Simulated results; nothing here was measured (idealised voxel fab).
The following is a process module called voxel released beams.
FYI the section here is cut, 260 nm wide, cells are 5 nm squares.
We lay out every cross-section as a grid of square cells and spell it out in bands from the top down, where one band means one or more rows of cells.
For a band, the entry starts with two heights in nm, that of the top and then that of the bottom, and carries on with the band's materials in order from left to right, each alongside its width in nm; the word "full width" beside a single material means it fills the band edge to edge, and "air" means empty space.
Note: height 0 marks the level under which the wafer is uniformly one material as received. Lowest band unbounded below, written "0..down".
A width given as "30 to 40" starts at the first number in the band's top row and ends at the second number in its bottom row, shifting by an equal amount at every step from row to row.
Any step labelled "nothing got changed" changed none of the cells in the cross-section.
The label "Closed void list" introduces a list of the empty spaces, 8 cells or larger, that have no open way up to the top; each entry in it reads width x height at distance, where the distance is taken from the left edge and all three are stated in nm.
Heads up: the bit after the settings on a step's line is the simulator's remark on that step.
A step's line can hold "overlay nm"; with a mask on that step, the setting says how far right of the planned place the mask lay, while a negative setting says it lay to the left.

[Listed below are the process steps as planned]
- 1: RECEIVE [material Si]
- 2: CONFORMAL_DEP [material Al2O3] [thk nm 5]
- 3: DIRECTIONAL_DEP [material SiO2] [thk nm 15]
- 4: DIRECTIONAL_DEP [material aC] [thk nm 10]
- 5: PATTERN [tone open] [mask id ANCHOR] [material resist] [width nm 45] [thk nm 30] [overlay nm 0]
- 6: DIRECTIONAL_ETCH [etch materials aC] [depth nm 10]
- 7: STRIP [etch materials resist]
- 8: DIRECTIONAL_ETCH [etch materials SiO2] [depth nm 15]
- 9: STRIP [etch materials aC]
- 10: CONFORMAL_DEP [material SiN] [thk nm 15]
- 11: DIRECTIONAL_DEP [material aC] [thk nm 10]
- 12: PATTERN [tone cover] [mask id BEAM] [material resist] [width nm 120] [thk nm 30] [overlay nm 0]
- 13: DIRECTIONAL_ETCH [etch materials aC] [depth nm 10]
- 14: STRIP [etch materials resist]
- 15: DIRECTIONAL_ETCH [etch materials SiN] [depth nm 15]
- 16: STRIP [etch materials aC]
- 17: STRIP [etch materials SiO2]

[Cross-section: wafer on arrival = after step 1]
* 0..down: Si full width
* Closed void list: none

[Sectioned view, first of two wafers, at the close of the module, processed as intended in the plan]
* 35..20: 65 nm air  20 nm SiN  15 nm air  85 nm SiN  75 nm air
* 20..5: 70 nm air  45 nm SiN  145 nm air
* 5..0: Al2O3 full width
* 0..down: Si full width
* Closed void list: none

[Module end: cross-section of wafer two of two. Same start and process plan as the first wafer. One mistake during execution]
* 35..20: 65 nm air  65 nm SiN  130 nm air
* 20..5: 55 nm air  15 nm SiN  45 nm SiO2  70 nm SiN  75 nm air
* 5..0: Al2O3 full width
* 0..down: Si full width
* Closed void list: none
Finding, execution versus plan: in deviation from the planned setting, step 5 was conducted as PATTERN [tone cover] [mask id ANCHOR] [material resist] [width nm 45] [thk nm 30] [overlay nm 0]
Once processing is complete, comparing cell counts shows that the second wafer has more or fewer of certain materials than the first: 27 more of SiO2
